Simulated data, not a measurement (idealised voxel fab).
The process module that follows is named voxel gate over fins.
The width of the displayed cross-section, cut, is 170 nm; its cells are square, with a size of 5 nm.
Heads up, the way a cross-section reads in here is a grid of square cells, handed over as bands from the top down, with every band being one or more rows of cells.
What a band's entry tells you: where the top is and where the bottom is, as heights in nm, and after that what lies inside, material by material from left to right, each with its width in nm. Empty space is written as the word "blank", and a single material marked with the word "full width" occupies the band from edge to edge.
Measure heights from 0. That's the level where, below it, the as-received wafer is all one material. The lowest band is bottomless and extends downward; write it as in "0 down".
When a width is written as two numbers, as in "30..40", the first number is the width in the top row of cells of the band and the second is the width in its bottom row, and the width changes by the same amount from each row to the next.
The designation "changes: none", where it is given for a processing step, indicates that no cell of the cross-section was altered in the course of that step.
"Closed void list": sealed empty spaces, 8 cells or more, no open way to top, listed width x height at distance, with distance from the left edge and width, height and distance in nm.
On each step's line, the part that comes after the settings is the simulator's own comment on the step.
"overlay nm" denotes, for a step that has a mask, the displacement of the mask to the right of its planned place, with negative values corresponding to the left.

**Listed below are the process steps as planned**
step 1: RECEIVE: material Si
step 2: CONFORMAL_DEP: material SiN, thk nm 10
step 3: DIRECTIONAL_DEP: material aC, thk nm 10
step 4: PATTERN: tone cover, mask id FINS, material resist, width nm 15, pitch nm 60, thk nm 30, overlay nm 0
step 5: DIRECTIONAL_ETCH: etch materials aC, depth nm 10
step 6: STRIP: etch materials resist
step 7: DIRECTIONAL_ETCH: etch materials SiN, depth nm 10
step 8: DIRECTIONAL_ETCH: etch materials Si, depth nm 35
step 9: STRIP: etch materials aC
step 10: OXIDIZE: depth nm 5
step 11: FILL_DEP: material SiO2, thk nm 5
step 12: CMP: height nm 10
step 13: DIRECTIONAL_DEP: material aC, thk nm 15
step 14: PATTERN: tone open, mask id RAIL, material resist, width nm 15, thk nm 30, overlay nm 0
step 15: DIRECTIONAL_ETCH: etch materials aC, depth nm 15
step 16: STRIP: etch materials resist
step 17: DIRECTIONAL_ETCH: etch materials SiO2, depth nm 40
step 18: STRIP: etch materials aC
step 19: CONFORMAL_DEP: material TiN, thk nm 5
step 20: FILL_DEP: material Ru, thk nm 10
step 21: CMP: height nm 10
step 22: SELECTIVE_ETCH: etch materials W Ru TiN, depth nm 30
step 23: FILL_DEP: material SiO2, thk nm 5
step 24: CMP: height nm 10
step 25: SELECTIVE_ETCH: etch materials SiO2, depth nm 25
step 26: STRIP: etch materials SiN
step 27: CONFORMAL_DEP: material HfO2, thk nm 5
step 28: CONFORMAL_DEP: material TiN, thk nm 5
step 29: CONFORMAL_DEP: material TiAl, thk nm 5
step 30: CONFORMAL_DEP: material TiN, thk nm 5
step 31: FILL_DEP: material W, thk nm 15
step 32: CMP: height nm 30
step 33: CONFORMAL_DEP: material SiCN, thk nm 5
What sets these wafers apart? The width nm at step 14. They all start alike, and the plan carries the first wafer's value.

**Cross-section, first of several wafers, as delivered after step 1**
* 0 down = Si full width
* Closed void list: none

**Wafer rows, end of module: cells per material gained (+) or lost (-) since receipt; closed voids last**
width nm 15, +46 HfO2, +1 Ru, -256 Si, +34 SiCN, +154 SiO2, +46 TiAl, +97 TiN, +116 W, Closed void list: none
width nm 20, +46 HfO2, +2 Ru, -256 Si, +34 SiCN, +152 SiO2, +46 TiAl, +98 TiN, +116 W, Closed void list: none
width nm 25, +46 HfO2, +3 Ru, -256 Si, +34 SiCN, +150 SiO2, +46 TiAl, +99 TiN, +116 W, Closed void list: none
width nm 30, +46 HfO2, +4 Ru, -256 Si, +34 SiCN, +148 SiO2, +46 TiAl, +100 TiN, +116 W, Closed void list: none
